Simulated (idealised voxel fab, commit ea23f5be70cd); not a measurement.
Process module heading - voxel capacitor over wiring
The width of the displayed cross-section, cut, is 200 nm; its cells are square, with a size of 5 nm.
Cross-section = grid of square cells, listed top down in bands; band = one or more rows.
Basically the band line says how high the top is and how high the bottom is, in nm, and then what's in it from left to right, every material with its width in nm. Empty space shows up as "empty", and if a single material carries "everywhere" it runs the full band edge to edge.
Counting heights begins at 0, where everything beneath is, in the wafer as received, one material. The lowest band has no bottom; it goes on downwards, as "0 and below" shows.
Width "30->40": first value at the band's top row of cells, second value at its bottom row, equal change from row to row.
The designation "same as before", where it is given for a processing step, indicates that no cell of the cross-section was altered in the course of that step.
Under "Closed voids list" you'll find the enclosed gaps, the ones with no way out to the top, that are 8 cells or bigger; each reads width x height at distance, with distance counted from the left edge, everything in nm.
That trailing text on a step's line, after the settings, is the simulator's own remark on the step.
"overlay nm" answers the question of how far to the right of plan the mask lay on a step that has a mask, and when it is negative the answer is to the left.
# Process steps (planned)
- 1: RECEIVE,material Si
- 2: CONFORMAL_DEP,material SiO2,thk nm 15
- 3: CONFORMAL_DEP,material SiCN,thk nm 5
- 4: DIRECTIONAL_DEP,material lowk,thk nm 20
- 5: PATTERN,tone open,mask id METAL_1,material resist,width nm 30,pitch nm 80,thk nm 20,overlay nm 0
- 6: DIRECTIONAL_ETCH,etch materials lowk,depth nm 20
- 7: DIRECTIONAL_ETCH,etch materials SiCN,depth nm 5
- 8: STRIP,etch materials resist
- 9: CONFORMAL_DEP,material TiN,thk nm 5
- 10: FILL_DEP,material Cu,thk nm 5
- 11: CMP,height nm 40
- 12: CONFORMAL_DEP,material SiCN,thk nm 5
- 13: DIRECTIONAL_DEP,material lowk,thk nm 10
- 14: MASKED_ETCH,tone open,mask id PLUG_1,width nm 15,etch materials lowk,depth nm 10,overlay nm 0
- 15: MASKED_ETCH,tone open,mask id PLUG_1,width nm 15,etch materials SiCN,depth nm 5,overlay nm 0
- 16: EPI,material Ru,thk nm 10
- 17: EPI,material Ru,thk nm 5
- 18: DIRECTIONAL_DEP,material TiN,thk nm 10
- 19: DIRECTIONAL_DEP,material Al2O3,thk nm 5
- 20: DIRECTIONAL_DEP,material TiN,thk nm 5
- 21: PATTERN,tone cover,mask id UPPER_PLATE,material resist,width nm 55,thk nm 15,overlay nm 0
- 22: DIRECTIONAL_ETCH,etch materials TiN,depth nm 5
- 23: DIRECTIONAL_ETCH,etch materials Al2O3,depth nm 5
- 24: STRIP,etch materials resist
- 25: MASKED_ETCH,tone cover,mask id LOWER_PLATE,width nm 65,etch materials TiN,depth nm 10,overlay nm 0
- 26: FILL_DEP,material SiO2,thk nm 15
- 27: CMP,height nm 85
- 28: PATTERN,tone open,mask id PLUG_2,material resist,width nm 15,thk nm 15,overlay nm 0
- 29: DIRECTIONAL_ETCH,etch materials SiO2,depth nm 10
- 30: STRIP,etch materials resist
- 31: CONFORMAL_DEP,material TiN,thk nm 5
- 32: FILL_DEP,material W,thk nm 10
- 33: CMP,height nm 85
- 34: CONFORMAL_DEP,material SiN,thk nm 5
# Incoming wafer, cross-sectional view, post step 1
> 0 and below = Si everywhere
> Closed voids list: none
# Cross-section: first of two wafers, module finished, run according to plan
> 90 down to 85 = SiN everywhere
> 85 down to 80 = SiO2=70; TiN=5; W=5; TiN=5; SiO2=115
> 80 down to 70 = SiO2=70->60; TiN=15->55; SiO2=115->85
> 70 down to 65 = SiO2=60; Al2O3=55; SiO2=85
> 65 down to 55 = SiO2=55; TiN=65; SiO2=80
> 55 down to 45 = lowk=60; Ru=15; lowk=125
> 45 down to 40 = SiCN=60; Ru=15; SiCN=125
> 40 down to 20 = lowk=45; TiN=5; Cu=20; TiN=5; lowk=50; TiN=5; Cu=20; TiN=5; lowk=45
> 20 down to 15 = SiCN=45; TiN=30; SiCN=50; TiN=30; SiCN=45
> 15 down to 0 = SiO2 everywhere
> 0 and below = Si everywhere
> Closed voids list: none
# Second of two wafers, module complete, sectioned: it shares the first wafer's start and plan but was run with one mistake
> 90 down to 85 = SiN everywhere
> 85 down to 80 = SiO2=80; TiN=5; W=5; TiN=5; SiO2=105
> 80 down to 70 = SiO2=80->60; TiN=15->55; SiO2=105->85
> 70 down to 65 = SiO2=60; Al2O3=55; SiO2=85
> 65 down to 55 = SiO2=55; TiN=65; SiO2=80
> 55 down to 45 = lowk=60; Ru=15; lowk=125
> 45 down to 40 = SiCN=60; Ru=15; SiCN=125
> 40 down to 20 = lowk=45; TiN=5; Cu=20; TiN=5; lowk=50; TiN=5; Cu=20; TiN=5; lowk=45
> 20 down to 15 = SiCN=45; TiN=30; SiCN=50; TiN=30; SiCN=45
> 15 down to 0 = SiO2 everywhere
> 0 and below = Si everywhere
> Closed voids list: none
What was the processing mistake? it should be noted that step 28 was executed with settings other than those planned, the operation and settings actually applied being PATTERN,tone open,mask id PLUG_2,material resist,width nm 15,thk nm 15,overlay nm 10
Upon completion, the cell count for each material on the second wafer equals that on the first, whereas the spatial distribution of those cells differs.
